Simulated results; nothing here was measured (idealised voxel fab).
The name of this process module is voxel released beams.
Square cell edge 5 nm, section width 185 nm, ID cut.
We lay out every cross-section as a grid of square cells and spell it out in bands from the top down, where one band means one or more rows of cells.
Look at the band entry: it leads with the top's height and the bottom's height in nm. Then it lists the materials left to right, with a width in nm for each. The word "edge to edge" on a single material says that material fills the band edge to edge. The word "empty" is empty space.
Height reference: 0 = level under which incoming wafer is all one material. Lowest band: no bottom, runs on downward, e.g. "z 0 and below".
Per-row width for "30 to 40": begins at first number (top row of band), ends at second number (bottom row), increment between rows held constant.
"no modification" -> step changed no cross-section cell.
The list in "Catalogued sealed voids" covers empty spaces of 8 cells or more that cannot reach the top through any open way, and it gives each as width x height at distance; the distance is from the left edge, and width, height and distance are in nm.
Formally, on a step line, whatever follows the settings is a remark that the simulator itself makes on the step.
A step's line can hold "overlay nm"; with a mask on that step, the setting says how far right of the planned place the mask lay, while a negative setting says it lay to the left.
-- Process steps - plan
1. op RECEIVE | material Si
2. op CONFORMAL_DEP | material Al2O3 | thk nm 10
3. op DIRECTIONAL_DEP | material SiO2 | thk nm 20
4. op DIRECTIONAL_DEP | material aC | thk nm 10
5. op PATTERN | tone open | mask id ANCHOR | material resist | width nm 45 | thk nm 30 | overlay nm 0
6. op DIRECTIONAL_ETCH | etch materials aC | depth nm 10
7. op STRIP | etch materials resist
8. op DIRECTIONAL_ETCH | etch materials SiO2 | depth nm 20
9. op STRIP | etch materials aC
10. op CONFORMAL_DEP | material polySi | thk nm 15
11. op MASKED_ETCH | tone cover | mask id BEAM | width nm 110 | etch materials polySi | depth nm 5 | overlay nm 0
12. op STRIP | etch materials SiO2
Don't read the plan's depth nm for step 11 as applying to every wafer: that's the first wafer's value, and the wafers differ in it, though they all start identical.
-- As received, i.e. after step 1: cross-section through the first of several wafers
> z 0 and below: Si edge to edge
> Catalogued sealed voids: none
-- Here is how to read the rows: every wafer has a row, and it shows the wafer at the end of the module, giving for each material how many cells were gained (+) or lost (-) since the wafer was received, then listing its closed voids
depth nm 5; +74 Al2O3; +112 SiO2; +120 polySi; Catalogued sealed voids: none
depth nm 10; +74 Al2O3; +112 SiO2; +105 polySi; Catalogued sealed voids: none
depth nm 15; +74 Al2O3; +90 polySi; Catalogued sealed voids: none
depth nm 20; +74 Al2O3; +90 polySi; Catalogued sealed voids: none
depth nm 25; +74 Al2O3; +90 polySi; Catalogued sealed voids: none
depth nm 30; +74 Al2O3; +90 polySi; Catalogued sealed voids: none
